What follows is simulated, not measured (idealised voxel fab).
The following process module bears the name voxel fin reveal.
Shown is cross-section cut, with a width of 175 nm and square cells of size 5 nm.
Heads up, the way a cross-section reads in here is a grid of square cells, handed over as bands from the top down, with every band being one or more rows of cells.
Band entry format. Leading values: height of top, height of bottom, nm. Remainder: materials in left-to-right order, each with its width in nm. Special words: "all across" on a single material, which then fills the band edge to edge; "air", empty space.
Beneath 0, the wafer as received is one material, and that level is where height counting begins. The lowest band goes on downward without a bottom; it is written like "z 0 and below".
Graded width ("30..40"): value in top row of band = first number; value in bottom row = second number; row-to-row change constant.
Where the words "nothing got changed" appear for a step, the cross-section shows no cell changed by that step; every cell remained as before.
Basically, "Unvented internal voids" tells you about the enclosed voids: empty spaces with no open way to the top, 8 cells or bigger, each written width x height at distance, where distance is from the left edge, all in nm.
Note: text after step settings on the step line = simulator remark on that step.
For masked steps, "overlay nm" on the step line gives how far right of plan the mask actually lay; a minus sign means it lay to the left.
SO HERE'S THE LINEUP OF PROCESS STEPS WE PLANNED
- 1: RECEIVE,material Si
- 2: CONFORMAL_DEP,material SiN,thk nm 5
- 3: MASKED_ETCH,tone cover,mask id FINS,width nm 15,pitch nm 40,etch materials SiN,depth nm 5,overlay nm 0
- 4: MASKED_ETCH,tone cover,mask id FINS,width nm 15,pitch nm 40,etch materials Si,depth nm 30,overlay nm 0
- 5: FILL_DEP,material SiO2,thk nm 10
- 6: CMP,height nm 5
- 7: SELECTIVE_ETCH,etch materials SiO2,depth nm 25
- 8: STRIP,etch materials SiN
FIRST OF THE TWO WAFERS, RUN PER PLAN
SO THIS IS THE INCOMING WAFER IN CROSS-SECTION - IT'S ALREADY BEEN THROUGH STEP 1
  z 0 and below: Si all across
  Unvented internal voids: none
AFTER STEP 2: WAFER CROSS-SECTION
  z 5 to 0: SiN all across
  Below a height of 0, the structure has not been altered.
AFTER STEP 3: WAFER CROSS-SECTION
  z 5 to 0: air 40 / SiN 15 / air 25 / SiN 15 / air 25 / SiN 15 / air 40
  Below a height of 0, the structure has not been altered.
AFTER STEP 4: WAFER CROSS-SECTION
  z 5 to 0: air 40 / SiN 15 / air 25 / SiN 15 / air 25 / SiN 15 / air 40
  z 0 to -30: air 40 / Si 15 / air 25 / Si 15 / air 25 / Si 15 / air 40
  Below a height of -30, the structure has not been altered.
AFTER STEP 5: WAFER CROSS-SECTION
  z 15 to 5: SiO2 all across
  z 5 to 0: SiO2 40 / SiN 15 / SiO2 25 / SiN 15 / SiO2 25 / SiN 15 / SiO2 40
  z 0 to -30: SiO2 40 / Si 15 / SiO2 25 / Si 15 / SiO2 25 / Si 15 / SiO2 40
  Below a height of -30, the structure has not been altered.
AFTER STEP 6: WAFER CROSS-SECTION
  z 5 to 0: SiO2 40 / SiN 15 / SiO2 25 / SiN 15 / SiO2 25 / SiN 15 / SiO2 40
  Below a height of 0, the structure has not been altered.
AFTER STEP 7: WAFER CROSS-SECTION
  z 5 to 0: air 40 / SiN 15 / air 25 / SiN 15 / air 25 / SiN 15 / air 40
  z 0 to -20: air 40 / Si 15 / air 25 / Si 15 / air 25 / Si 15 / air 40
  Below a height of -20, the structure has not been altered.
AFTER STEP 8: WAFER CROSS-SECTION
  z 0 to -20: air 40 / Si 15 / air 25 / Si 15 / air 25 / Si 15 / air 40
  Below a height of -20, the structure has not been altered.
REGARDING THE SECOND OF THE TWO WAFERS: IT SHARED THE FIRST WAFER'S STARTING CONDITION AND PROCESS PLAN, YET ONE ERROR OCCURRED DURING ITS EXECUTION. ITS HISTORY COINCIDES WITH THAT OF THE FIRST WAFER UP TO AND INCLUDING STEP 7
Cross-section of the second wafer corresponding to the planned conclusion of step 8: nothing got changed
Error vs. plan: skipped: plan step 8 (never run)
It is noted that, at the conclusion of processing, the second wafer exhibits a higher or lower cell count for certain materials relative to the first: SiN: 9 more
